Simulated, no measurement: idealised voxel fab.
Process module, titled voxel ribs on slabs
Xsec cut, 190 nm wide, square cell size 5 nm.
Heads up, the way a cross-section reads in here is a grid of square cells, handed over as bands from the top down, with every band being one or more rows of cells.
In this notation a band is specified by the heights of its top and bottom, in that order and in nm, after which its materials appear from left to right, each paired with its width in nm. The word "full width" attached to a single material means that material fills the band from edge to edge; the word "blank" stands for empty space.
Heads up on the height convention: 0 is the point under which the incoming wafer is all one material, and the lowest band has no bottom, it just keeps going down, like "0 and below".
The expression "30 to 40" gives the width at the extremes of the band, the first number at its top row of cells and the second at its bottom row, with the width changing by equal amounts from each row to the next in between.
Step marked "no alterations made"? Then no cell in the cross-section changed in it.
Heads up: "Catalogued sealed voids" only lists the empty pockets with no open path to the top that are 8 cells or more, and it writes them as width x height at distance, distance from the left edge, in nm.
Formally, on a step line, whatever follows the settings is a remark that the simulator itself makes on the step.
The "overlay nm" setting may appear on a step's line; for a step that uses a mask, it gives how far to the right of its planned position the mask lay, and a negative value indicates the left.

The steps planned for the process are as follows
1: RECEIVE (material Si)
2: DIRECTIONAL_DEP (material SiO2; thk nm 20)
3: DIRECTIONAL_DEP (material SiN; thk nm 20)
4: DIRECTIONAL_DEP (material aC; thk nm 10)
5: PATTERN (tone cover; mask id RIB; material resist; width nm 15; thk nm 25; overlay nm 0)
6: DIRECTIONAL_ETCH (etch materials aC; depth nm 10)
7: STRIP (etch materials resist)
8: DIRECTIONAL_ETCH (etch materials SiN; depth nm 15)
9: STRIP (etch materials aC)
10: PATTERN (tone cover; mask id SLAB; material resist; width nm 65; thk nm 20; overlay nm 0)
11: DIRECTIONAL_ETCH (etch materials SiN; depth nm 5)
12: STRIP (etch materials resist)
13: FILL_DEP (material SiO2; thk nm 20)
14: CMP (height nm 50)
15: DIRECTIONAL_DEP (material W; thk nm 10)
16: PATTERN (tone cover; mask id HEATER; material resist; width nm 25; thk nm 15; overlay nm 0)
17: DIRECTIONAL_ETCH (etch materials W; depth nm 10)
18: STRIP (etch materials resist)
19: CONFORMAL_DEP (material SiN; thk nm 5)

First of the two wafers, run per plan

Incoming wafer in cross-section (state: after step 1)
* 0 and below = Si full width
* Catalogued sealed voids: none

Cross-section: wafer state after step 2
* 20 down to 0 = SiO2 full width
* Heights below 0 show no change.

Cross-section: wafer state after step 3
* 40 down to 20 = SiN full width
* Heights below 20 show no change.

Cross-section: wafer state after step 4
* 50 down to 40 = aC full width
* Heights below 40 show no change.

Cross-section: wafer state after step 5
* 75 down to 50 = 85 of blank, then 15 of resist, then 90 of blank
* Heights below 50 show no change.

Cross-section: wafer state after step 6
* 65 down to 50 = 85 of blank, then 15 of resist, then 90 of blank
* 50 down to 40 = 85 of blank, then 15 of aC, then 90 of blank
* Heights below 40 show no change.

Cross-section: wafer state after step 7
* 50 down to 40 = 85 of blank, then 15 of aC, then 90 of blank
* Heights below 40 show no change.

Cross-section: wafer state after step 8
* 50 down to 40 = 85 of blank, then 15 of aC, then 90 of blank
* 40 down to 25 = 85 of blank, then 15 of SiN, then 90 of blank
* Heights below 25 show no change.

Cross-section: wafer state after step 9
* 40 down to 25 = 85 of blank, then 15 of SiN, then 90 of blank
* Heights below 25 show no change.

Cross-section: wafer state after step 10
* 60 down to 40 = 60 of blank, then 65 of resist, then 65 of blank
* 40 down to 25 = 60 of blank, then 25 of resist, then 15 of SiN, then 25 of resist, then 65 of blank
* Heights below 25 show no change.

Cross-section: wafer state after step 11
* 60 down to 40 = 60 of blank, then 65 of resist, then 65 of blank
* 40 down to 25 = 60 of blank, then 25 of resist, then 15 of SiN, then 25 of resist, then 65 of blank
* 25 down to 20 = 60 of blank, then 65 of SiN, then 65 of blank
* Heights below 20 show no change.

Cross-section: wafer state after step 12
* 40 down to 25 = 85 of blank, then 15 of SiN, then 90 of blank
* Heights below 25 show no change.

Cross-section: wafer state after step 13
* 60 down to 40 = SiO2 full width
* 40 down to 25 = 85 of SiO2, then 15 of SiN, then 90 of SiO2
* 25 down to 20 = 60 of SiO2, then 65 of SiN, then 65 of SiO2
* Heights below 20 show no change.

Cross-section: wafer state after step 14
* 50 down to 40 = SiO2 full width
* Heights below 40 show no change.

Cross-section: wafer state after step 15
* 60 down to 50 = W full width
* Heights below 50 show no change.

Cross-section: wafer state after step 16
* 75 down to 60 = 80 of blank, then 25 of resist, then 85 of blank
* Heights below 60 show no change.

Cross-section: wafer state after step 17
* 75 down to 60 = 80 of blank, then 25 of resist, then 85 of blank
* 60 down to 50 = 80 of blank, then 25 of W, then 85 of blank
* Heights below 50 show no change.

Cross-section: wafer state after step 18
* 60 down to 50 = 80 of blank, then 25 of W, then 85 of blank
* Heights below 50 show no change.

Cross-section: wafer state after step 19
* 65 down to 60 = 75 of blank, then 35 of SiN, then 80 of blank
* 60 down to 55 = 75 of blank, then 5 of SiN, then 25 of W, then 5 of SiN, then 80 of blank
* 55 down to 50 = 80 of SiN, then 25 of W, then 85 of SiN
* Heights below 50 show no change.

The Second Wafer: Common Origin and Plan, One Mistake in Execution, Identical to the First Through Step 4

Second wafer, section view, time point: scheduled end of step 5
* 75 down to 50 = 75 of blank, then 15 of resist, then 100 of blank
* Heights below 50 show no change.

Second wafer, section view, time point: scheduled end of step 6
* 65 down to 50 = 75 of blank, then 15 of resist, then 100 of blank
* 50 down to 40 = 75 of blank, then 15 of aC, then 100 of blank
* Heights below 40 show no change.

Second wafer, section view, time point: scheduled end of step 7
* 50 down to 40 = 75 of blank, then 15 of aC, then 100 of blank
* Heights below 40 show no change.

Second wafer, section view, time point: scheduled end of step 8
* 50 down to 40 = 75 of blank, then 15 of aC, then 100 of blank
* 40 down to 25 = 75 of blank, then 15 of SiN, then 100 of blank
* Heights below 25 show no change.

Second wafer, section view, time point: scheduled end of step 9
* 40 down to 25 = 75 of blank, then 15 of SiN, then 100 of blank
* Heights below 25 show no change.

Second wafer, section view, time point: scheduled end of step 10
* 60 down to 40 = 60 of blank, then 65 of resist, then 65 of blank
* 40 down to 25 = 60 of blank, then 15 of resist, then 15 of SiN, then 35 of resist, then 65 of blank
* Heights below 25 show no change.

Second wafer, section view, time point: scheduled end of step 11
* 60 down to 40 = 60 of blank, then 65 of resist, then 65 of blank
* 40 down to 25 = 60 of blank, then 15 of resist, then 15 of SiN, then 35 of resist, then 65 of blank
* 25 down to 20 = 60 of blank, then 65 of SiN, then 65 of blank
* Heights below 20 show no change.

Second wafer, section view, time point: scheduled end of step 12
* 40 down to 25 = 75 of blank, then 15 of SiN, then 100 of blank
* Heights below 25 show no change.

Second wafer, section view, time point: scheduled end of step 13
* 60 down to 40 = SiO2 full width
* 40 down to 25 = 75 of SiO2, then 15 of SiN, then 100 of SiO2
* 25 down to 20 = 60 of SiO2, then 65 of SiN, then 65 of SiO2
* Heights below 20 show no change.

Second wafer, section view, time point: scheduled end of step 14
* 50 down to 40 = SiO2 full width
* Heights below 40 show no change.

Second wafer, section view, time point: scheduled end of step 15
* 60 down to 50 = W full width
* Heights below 50 show no change.

Second wafer, section view, time point: scheduled end of step 16
* 75 down to 60 = 80 of blank, then 25 of resist, then 85 of blank
* Heights below 60 show no change.

Second wafer, section view, time point: scheduled end of step 17
* 75 down to 60 = 80 of blank, then 25 of resist, then 85 of blank
* 60 down to 50 = 80 of blank, then 25 of W, then 85 of blank
* Heights below 50 show no change.

Second wafer, section view, time point: scheduled end of step 18
* 60 down to 50 = 80 of blank, then 25 of W, then 85 of blank
* Heights below 50 show no change.

Second wafer, section view, time point: scheduled end of step 19
* 65 down to 60 = 75 of blank, then 35 of SiN, then 80 of blank
* 60 down to 55 = 75 of blank, then 5 of SiN, then 25 of W, then 5 of SiN, then 80 of blank
* 55 down to 50 = 80 of SiN, then 25 of W, then 85 of SiN
* Heights below 50 show no change.
The mistake made against the process plan was this: step 5, actual vs plan mismatch, actual run PATTERN (tone cover; mask id RIB; material resist; width nm 15; thk nm 25; overlay nm -10)
at the end the second wafer has, in cells: as many of each material as the first, in other places
